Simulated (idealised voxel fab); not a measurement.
Name of the process module below: voxel self aligned contacts
In the cross-section labelled cut, the width is 270 nm and each square cell is 5 nm.
In what follows, cross-sections appear as grids of square cells, described through bands that run from the top down, where every band is one or more rows of cells. A band entry consists of two parts. The first gives the height of the band's top and the height of its bottom, in nm. The rest lists the band's materials from left to right, each with its width in nm. A single material labelled with the word "edge to edge" fills the band from edge to edge, and the word "air" marks empty space. Convention: height 0 is the level below which the wafer, as received, is all one material. The lowest band does not terminate at the bottom but continues downward, represented as "top 0, no bottom". Quick explanation for "30..40": the width changes in equal steps down the rows of cells, from the first number in the band's top row to the second number in its bottom row. Any step labelled "nothing got changed" changed none of the cells in the cross-section. The list in "Voids, enclosed" covers empty spaces of 8 cells or more that cannot reach the top through any open way, and it gives each as width x height at distance; the distance is from the left edge, and width, height and distance are in nm. Step line, after settings: the simulator's comment on this step. "overlay nm" on a masked step: distance the mask lay right of its planned place, negative for left.
So here's the lineup of process steps we planned:
step 1: RECEIVE with material Si
step 2: OXIDIZE with depth nm 5
step 3: DIRECTIONAL_DEP with material polySi, thk nm 25
step 4: DIRECTIONAL_DEP with material SiN, thk nm 20
step 5: PATTERN with tone cover, mask id GATE, material resist, width nm 25, pitch nm 70, thk nm 20, overlay nm 0
step 6: DIRECTIONAL_ETCH with etch materials SiN, depth nm 20
step 7: DIRECTIONAL_ETCH with etch materials polySi, depth nm 25
step 8: STRIP with etch materials resist
step 9: CONFORMAL_DEP with material SiN, thk nm 10
step 10: DIRECTIONAL_ETCH with etch materials SiN, depth nm 10
step 11: FILL_DEP with material SiO2, thk nm 10
step 12: CMP with height nm 50
step 13: PATTERN with tone open, mask id CONTACT, material resist, width nm 45, pitch nm 70, thk nm 15, overlay nm 0
step 14: DIRECTIONAL_ETCH with etch materials SiO2, depth nm 55
step 15: STRIP with etch materials resist
step 16: CONFORMAL_DEP with material TiN, thk nm 5
step 17: FILL_DEP with material W, thk nm 10
step 18: CMP with height nm 50
step 19: CONFORMAL_DEP with material SiN, thk nm 5
Keep in mind the plan's value for the width nm of step 13 comes from the first wafer; the wafers don't share that setting, but they do share the same starting point.
Cut through the first of several wafers as received, post step 1:
> top 0, no bottom  Si edge to edge
> Voids, enclosed: none
Note: the following table is arranged by wafer, a row apiece. Each row reports the end-of-module state: per material, cells gained (+) or cells lost (-) compared with the wafer as received; closed voids follow:
width nm 45; -54 Si; +222 SiN; +233 SiO2; +58 TiN; +60 W; +75 polySi; Voids, enclosed: none
width nm 50; -54 Si; +222 SiN; +231 SiO2; +60 TiN; +60 W; +75 polySi; Voids, enclosed: none
width nm 55; -54 Si; +222 SiN; +229 SiO2; +62 TiN; +60 W; +75 polySi; Voids, enclosed: none
